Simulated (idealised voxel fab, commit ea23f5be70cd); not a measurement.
process module | voxel wiring stack
cross-section cut | 270 nm wide | cells 5 nm
A cross-section is a grid of square cells, given in bands from the top down. A band is one or more rows of cells.
Each band's line starts with the height of the band's top and of its bottom, in nm. Then come its materials from left to right, each with its width in nm. One material with "throughout" fills the band from edge to edge. "air" is empty space.
Height 0 is the level under which the wafer as received is all one material. The lowest band goes on downwards, as in "0 down".
A width such as "30 to 40" changes by the same amount from each row of cells to the next, from the band's top row to its bottom row.
"no change" after a step means that no cell of the cross-section changed.
closed voids: empty space of 8 cells or more with no open way to the top, each as width x height at its distance from the left edge, in nm
after a step's settings: what the simulator itself notes on the step
overlay nm, on a step with a mask: how far to the right of its planned place the mask lay; to the left if negative
plan
1 op RECEIVE | material Si
2 op CONFORMAL_DEP | material SiO2 | thk nm 15
3 op DIRECTIONAL_DEP | material TiN | thk nm 5
4 op DIRECTIONAL_DEP | material W | thk nm 15
5 op MASKED_ETCH | tone cover | mask id METAL_1 | width nm 25 | pitch nm 50 | etch materials W | depth nm 15 | overlay nm 0
6 op MASKED_ETCH | tone cover | mask id METAL_1 | width nm 25 | pitch nm 50 | etch materials TiN | depth nm 5 | overlay nm 0
7 op FILL_DEP | material SiO2 | thk nm 10
8 op CMP | height nm 35
9 op CONFORMAL_DEP | material SiCN | thk nm 5
10 op DIRECTIONAL_DEP | material SiO2 | thk nm 35
11 op DIRECTIONAL_DEP | material aC | thk nm 15
12 op PATTERN | tone open | mask id METAL_2_HOLES | material resist | width nm 15 | thk nm 30 | overlay nm 0
13 op DIRECTIONAL_ETCH | etch materials aC | depth nm 15
14 op STRIP | etch materials resist
15 op DIRECTIONAL_ETCH | etch materials SiO2 | depth nm 35
16 op STRIP | etch materials aC
17 op MASKED_ETCH | tone open | mask id METAL_2 | width nm 25 | pitch nm 50 | etch materials SiO2 | depth nm 20 | overlay nm 0
18 op MASKED_ETCH | tone open | mask id METAL_2 | width nm 25 | pitch nm 50 | etch materials SiCN | depth nm 5 | overlay nm 0
19 op CONFORMAL_DEP | material TiN | thk nm 5
20 op FILL_DEP | material Cu | thk nm 5
21 op CMP | height nm 75
22 op CONFORMAL_DEP | material SiCN | thk nm 5
23 op DIRECTIONAL_DEP | material SiO2 | thk nm 35
24 op MASKED_ETCH | tone open | mask id METAL_3_HOLES | width nm 15 | etch materials SiO2 | depth nm 35 | overlay nm 0
25 op PATTERN | tone open | mask id METAL_3 | material resist | width nm 25 | pitch nm 50 | thk nm 15 | overlay nm 0
26 op DIRECTIONAL_ETCH | etch materials SiO2 | depth nm 20
27 op DIRECTIONAL_ETCH | etch materials SiCN | depth nm 5
28 op STRIP | etch materials resist
29 op CONFORMAL_DEP | material TiN | thk nm 5
30 op FILL_DEP | material Ru | thk nm 10
31 op CMP | height nm 115
32 op CONFORMAL_DEP | material SiCN | thk nm 5
as received, after step 1
  0 down: Si throughout
  closed voids: none
a wafer at the end: this start, this plan, one mistake
  120 to 115: SiCN throughout
  115 to 100: SiO2 95 | TiN 5 | Ru 15 | TiN 5 | SiO2 25 | TiN 5 | Ru 15 | TiN 5 | SiO2 100
  100 to 95: SiO2 95 | TiN 5 | Ru 5 | TiN 15 | SiO2 25 | TiN 25 | SiO2 100
  95 to 80: SiO2 95 | TiN 5 | Ru 5 | TiN 5 | SiO2 160
  80 to 75: SiCN 95 | TiN 15 | SiCN 160
  75 to 60: SiO2 95 | TiN 5 | Cu 15 | TiN 5 | SiO2 25 | TiN 5 | Cu 15 | TiN 5 | SiO2 100
  60 to 55: SiO2 95 | TiN 5 | Cu 5 | TiN 15 | SiO2 25 | TiN 25 | SiO2 100
  55 to 40: SiO2 95 | TiN 5 | Cu 5 | TiN 5 | SiO2 160
  40 to 35: SiCN 95 | TiN 15 | SiCN 160
  35 to 20: SiO2 95 | W 25 | SiO2 25 | W 25 | SiO2 100
  20 to 15: SiO2 95 | TiN 35 | SiO2 15 | TiN 35 | SiO2 90
  15 to 0: SiO2 throughout
  0 down: Si throughout
  closed voids: none
what went wrong: step 6 ran as: op MASKED_ETCH | tone cover | mask id METAL_1 | width nm 25 | pitch nm 50 | etch materials TiN | depth nm 5 | overlay nm 10
